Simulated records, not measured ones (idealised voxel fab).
A process module follows: voxel ribs on slabs.
265 nm wide, 5 nm square cells: that's cross-section cut.
How to read a cross-section here: the picture is a grid of square cells, written as bands going from the top down, and any band can span one or more rows of cells. Read a band's entry like this: the first values are the height of its top and the height of its bottom in nm, and what follows is the sequence of materials from left to right, each with its width in nm. Note that "empty" is empty space, and that a single material marked "edge to edge" reaches across the band from edge to edge. Height reference: 0 = level under which incoming wafer is all one material. Lowest band: no bottom, runs on downward, e.g. "top 0, no bottom". Think of "30->40" as a width that walks from the first number to the second as you go down the band, top row to bottom row, taking equal-sized steps from row to row. The designation "no modifications", where it is given for a processing step, indicates that no cell of the cross-section was altered in the course of that step. Closed empty spaces (no open way to the top) of 8 cells or more are what "Completely enclosed voids" lists, each as width x height at distance from the left edge, nm for all three. Post-settings text on a step line: simulator's own remark regarding the step. Each step line may optionally specify "overlay nm", which for a step with a mask gives the rightward distance between the mask's planned place and where it lay, a negative value indicating the leftward direction.
PROCESS STEPS - PLAN
1. RECEIVE (material Si)
2. DIRECTIONAL_DEP (material SiO2; thk nm 30)
3. DIRECTIONAL_DEP (material polySi; thk nm 20)
4. PATTERN (tone cover; mask id RIB; material resist; width nm 25; thk nm 20; overlay nm 0)
5. DIRECTIONAL_ETCH (etch materials polySi; depth nm 10)
6. STRIP (etch materials resist)
7. MASKED_ETCH (tone cover; mask id SLAB; width nm 65; etch materials polySi; depth nm 10; overlay nm 0)
8. FILL_DEP (material SiO2; thk nm 15)
9. CMP (height nm 60)
10. DIRECTIONAL_DEP (material W; thk nm 5)
11. MASKED_ETCH (tone cover; mask id HEATER; width nm 35; etch materials W; depth nm 5; overlay nm 0)
12. CONFORMAL_DEP (material SiN; thk nm 10)
CROSS-SECTION: WAFER ON ARRIVAL = AFTER STEP 1
> top 0, no bottom: Si edge to edge
> Completely enclosed voids: none
WAFER CROSS-SECTION AT END OF MODULE: START AND PLAN AS SHOWN ABOVE, ONE EXECUTION ERROR
> top 65, bottom 60: empty: 115 / W: 35 / empty: 115
> top 60, bottom 50: SiO2 edge to edge
> top 50, bottom 40: SiO2: 120 / polySi: 25 / SiO2: 120
> top 40, bottom 30: SiO2: 100 / polySi: 65 / SiO2: 100
> top 30, bottom 0: SiO2 edge to edge
> top 0, no bottom: Si edge to edge
> Completely enclosed voids: none
Where did the run depart from the plan? step 12 of the plan: omitted, not performed
